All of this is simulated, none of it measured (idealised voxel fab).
process module | voxel gate over fins
cross-section cut | 165 nm wide | cells 5 nm
A cross-section is a grid of square cells, given in bands from the top down. A band is one or more rows of cells.
Each band's line starts with the height of the band's top and of its bottom, in nm. Then come its materials from left to right, each with its width in nm. One material with "throughout" fills the band from edge to edge. "air" is empty space.
Height 0 is the level under which the wafer as received is all one material. The lowest band goes on downwards, as in "0 down".
A width such as "30 to 40" changes by the same amount from each row of cells to the next, from the band's top row to its bottom row.
"no change" after a step means that no cell of the cross-section changed.
closed voids: empty space of 8 cells or more with no open way to the top, each as width x height at its distance from the left edge, in nm
after a step's settings: what the simulator itself notes on the step
overlay nm, on a step with a mask: how far to the right of its planned place the mask lay; to the left if negative
plan
1 op RECEIVE | material Si
2 op CONFORMAL_DEP | material SiN | thk nm 10
3 op PATTERN | tone cover | mask id FINS | material resist | width nm 15 | pitch nm 60 | thk nm 20 | overlay nm 0
4 op DIRECTIONAL_ETCH | etch materials SiN | depth nm 10
5 op DIRECTIONAL_ETCH | etch materials Si | depth nm 30
6 op STRIP | etch materials resist
7 op FILL_DEP | material SiO2 | thk nm 10
8 op CMP | height nm 10
9 op DIRECTIONAL_DEP | material aC | thk nm 15
10 op PATTERN | tone open | mask id RAIL | material resist | width nm 15 | thk nm 30 | overlay nm 0
11 op DIRECTIONAL_ETCH | etch materials aC | depth nm 15
12 op STRIP | etch materials resist
13 op DIRECTIONAL_ETCH | etch materials SiO2 | depth nm 35
14 op STRIP | etch materials aC
15 op CONFORMAL_DEP | material TiN | thk nm 5
16 op FILL_DEP | material Ru | thk nm 10
17 op CMP | height nm 10
18 op SELECTIVE_ETCH | etch materials W Ru TiN | depth nm 30
19 op FILL_DEP | material SiO2 | thk nm 5
20 op CMP | height nm 10
21 op SELECTIVE_ETCH | etch materials SiO2 | depth nm 20
22 op STRIP | etch materials SiN
23 op CONFORMAL_DEP | material HfO2 | thk nm 5
24 op CONFORMAL_DEP | material TiN | thk nm 5
25 op FILL_DEP | material W | thk nm 10
26 op CMP | height nm 15
27 op CONFORMAL_DEP | material SiCN | thk nm 5
as received, after step 1
  0 down: Si throughout
  closed voids: none
a wafer at the end: this start, this plan, one mistake
  20 to 15: SiCN throughout
  15 to 10: W throughout
  10 to 5: W 35 | TiN 35 | W 25 | TiN 35 | W 35
  5 to 0: W 35 | TiN 5 | Ru 25 | TiN 5 | W 25 | TiN 5 | Ru 25 | TiN 5 | W 35
  0 to -5: TiN 40 | Ru 5 | Si 15 | Ru 5 | TiN 35 | Ru 5 | Si 15 | Ru 5 | TiN 40
  -5 to -10: Ru 45 | Si 15 | Ru 45 | Si 15 | Ru 45
  -10 to -20: SiO2 45 | Si 15 | SiO2 45 | Si 15 | SiO2 45
  -20 to -25: SiO2 45 | Si 15 | SiO2 15 | TiN 15 | SiO2 15 | Si 15 | SiO2 45
  -25 to -30: SiO2 45 | Si 15 | SiO2 45 | Si 15 | SiO2 45
  -30 down: Si throughout
  closed voids: none
what went wrong: step 23 ran as: op CONFORMAL_DEP | material Ru | thk nm 5
